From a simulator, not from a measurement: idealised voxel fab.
A process module follows: voxel wiring stack.
Cross-section cut spans 265 nm and uses square cells 5 nm in size.
In what follows, cross-sections appear as grids of square cells, described through bands that run from the top down, where every band is one or more rows of cells. Within each band entry, the heights of the top and of the bottom of the band appear first, in that order and in nm; the materials of the band then follow from left to right, each with its corresponding width in nm. The designation "edge to edge" on a single material indicates that it fills the band from edge to edge; the designation "blank" indicates empty space. Below 0: as-received wafer, all one material; heights counted from there. Lowest band: no bottom, goes on down, written "z 0 and below". Top row gets the first number, bottom row gets the second, and each row in between changes by the same step: that is how a band width like "30 to 40" works. You'll sometimes find "no alterations made" written for a step, and that's the way of saying that nowhere in the cross-section did a cell change during that step. Basically, "Sealed void listing" tells you about the enclosed voids: empty spaces with no open way to the top, 8 cells or bigger, each written width x height at distance, where distance is from the left edge, all in nm. Post-settings text on a step line: simulator's own remark regarding the step. overlay nm: mask offset rightward from planned place, masked step; negative means leftward offset.

# So here's the lineup of process steps we planned
step 1: RECEIVE | material Si
step 2: CONFORMAL_DEP | material SiO2 | thk nm 15
step 3: CONFORMAL_DEP | material SiN | thk nm 5
step 4: DIRECTIONAL_DEP | material SiO2 | thk nm 15
step 5: PATTERN | tone open | mask id METAL_1 | material resist | width nm 20 | pitch nm 40 | thk nm 20 | overlay nm 0
step 6: DIRECTIONAL_ETCH | etch materials SiO2 | depth nm 15
step 7: DIRECTIONAL_ETCH | etch materials SiN | depth nm 5
step 8: STRIP | etch materials resist
step 9: CONFORMAL_DEP | material TiN | thk nm 5
step 10: FILL_DEP | material Ru | thk nm 10
step 11: CMP | height nm 35
step 12: EPI | material Ru | thk nm 5
step 13: FILL_DEP | material SiCN | thk nm 5
step 14: DIRECTIONAL_DEP | material SiO2 | thk nm 20
step 15: PATTERN | tone open | mask id PLUG_1 | material resist | width nm 15 | pitch nm 40 | thk nm 20 | overlay nm 0
step 16: DIRECTIONAL_ETCH | etch materials SiO2 | depth nm 20
step 17: DIRECTIONAL_ETCH | etch materials SiCN | depth nm 5
step 18: STRIP | etch materials resist
step 19: CONFORMAL_DEP | material TiN | thk nm 5
step 20: FILL_DEP | material W | thk nm 10
step 21: CMP | height nm 65
step 22: DIRECTIONAL_DEP | material TiN | thk nm 5
step 23: DIRECTIONAL_DEP | material W | thk nm 20
step 24: MASKED_ETCH | tone cover | mask id METAL_2 | width nm 20 | pitch nm 40 | etch materials W | depth nm 20 | overlay nm 0
step 25: MASKED_ETCH | tone cover | mask id METAL_2 | width nm 20 | pitch nm 40 | etch materials TiN | depth nm 5 | overlay nm 0
step 26: CONFORMAL_DEP | material SiN | thk nm 5
step 27: FILL_DEP | material SiO2 | thk nm 5
step 28: CMP | height nm 90
step 29: CONFORMAL_DEP | material SiCN | thk nm 5
step 30: DIRECTIONAL_DEP | material SiO2 | thk nm 30
step 31: PATTERN | tone open | mask id METAL_3 | material resist | width nm 20 | pitch nm 40 | thk nm 15 | overlay nm 0
step 32: DIRECTIONAL_ETCH | etch materials SiO2 | depth nm 15
step 33: STRIP | etch materials resist
step 34: PATTERN | tone open | mask id METAL_3_HOLES | material resist | width nm 15 | pitch nm 40 | thk nm 15 | overlay nm 0
step 35: DIRECTIONAL_ETCH | etch materials SiO2 | depth nm 15
step 36: DIRECTIONAL_ETCH | etch materials SiCN | depth nm 5
step 37: STRIP | etch materials resist
step 38: CONFORMAL_DEP | material TiN | thk nm 5
step 39: FILL_DEP | material Cu | thk nm 5
step 40: CMP | height nm 125
step 41: CONFORMAL_DEP | material SiN | thk nm 5

# So this is the incoming wafer in cross-section - it's already been through step 1
z 0 and below: Si edge to edge
Sealed void listing: none

# As-planned run: cross-section of the first of two wafers at end of module
z 130 to 125: SiN edge to edge
z 125 to 115: SiO2=100; TiN=5; Cu=10; TiN=5; SiO2=20; TiN=5; Cu=10; TiN=5; SiO2=105
z 115 to 110: SiO2=100; TiN=5; Cu=5; TiN=10; SiO2=20; TiN=5; Cu=5; TiN=10; SiO2=105
z 110 to 95: SiO2=100; TiN=5; Cu=5; TiN=5; SiO2=25; TiN=5; Cu=5; TiN=5; SiO2=110
z 95 to 90: SiCN=100; TiN=15; SiCN=25; TiN=15; SiCN=110
z 90 to 70: SiO2=95; SiN=5; W=20; SiN=5; SiO2=10; SiN=5; W=20; SiN=5; SiO2=100
z 70 to 65: SiN=100; TiN=20; SiN=20; TiN=20; SiN=105
z 65 to 45: SiO2=100; TiN=5; W=5; TiN=5; SiO2=25; TiN=5; W=5; TiN=5; SiO2=110
z 45 to 40: SiCN=100; TiN=15; SiCN=25; TiN=15; SiCN=110
z 40 to 35: SiCN=95; Ru=30; SiCN=10; Ru=30; SiCN=100
z 35 to 20: SiO2=100; TiN=5; Ru=10; TiN=5; SiO2=20; TiN=5; Ru=10; TiN=5; SiO2=105
z 20 to 15: SiN=100; TiN=20; SiN=20; TiN=20; SiN=105
z 15 to 0: SiO2 edge to edge
z 0 and below: Si edge to edge
Sealed void listing: none

# Wafer two, sectioned after the module: the first wafer's start, the first wafer's plan, and one mistake in how it was run
z 130 to 125: SiN edge to edge
z 125 to 115: SiO2=95; TiN=5; Cu=15; TiN=5; SiO2=15; TiN=5; Cu=15; TiN=5; SiO2=105
z 115 to 110: SiO2=95; TiN=25; SiO2=15; TiN=25; SiO2=105
z 110 to 95: SiO2=100; TiN=10; SiO2=30; TiN=10; SiO2=115
z 95 to 90: SiCN=100; TiN=10; SiCN=30; TiN=10; SiCN=115
z 90 to 70: SiO2=95; SiN=5; W=20; SiN=5; SiO2=10; SiN=5; W=20; SiN=5; SiO2=100
z 70 to 65: SiN=100; TiN=20; SiN=20; TiN=20; SiN=105
z 65 to 45: SiO2=100; TiN=5; W=5; TiN=5; SiO2=25; TiN=5; W=5; TiN=5; SiO2=110
z 45 to 40: SiCN=100; TiN=15; SiCN=25; TiN=15; SiCN=110
z 40 to 35: SiCN=95; Ru=30; SiCN=10; Ru=30; SiCN=100
z 35 to 20: SiO2=100; TiN=5; Ru=10; TiN=5; SiO2=20; TiN=5; Ru=10; TiN=5; SiO2=105
z 20 to 15: SiN=100; TiN=20; SiN=20; TiN=20; SiN=105
z 15 to 0: SiO2 edge to edge
z 0 and below: Si edge to edge
Sealed void listing: none
Finding, execution versus plan: for step 34, the planned setting was not used; the step was instead run as PATTERN | tone open | mask id METAL_3_HOLES | material resist | width nm 15 | pitch nm 40 | thk nm 15 | overlay nm -5
Cell-count delta at end, second wafer over first, by material: 4 fewer of Cu, 2 more of SiCN, 2 more of TiN
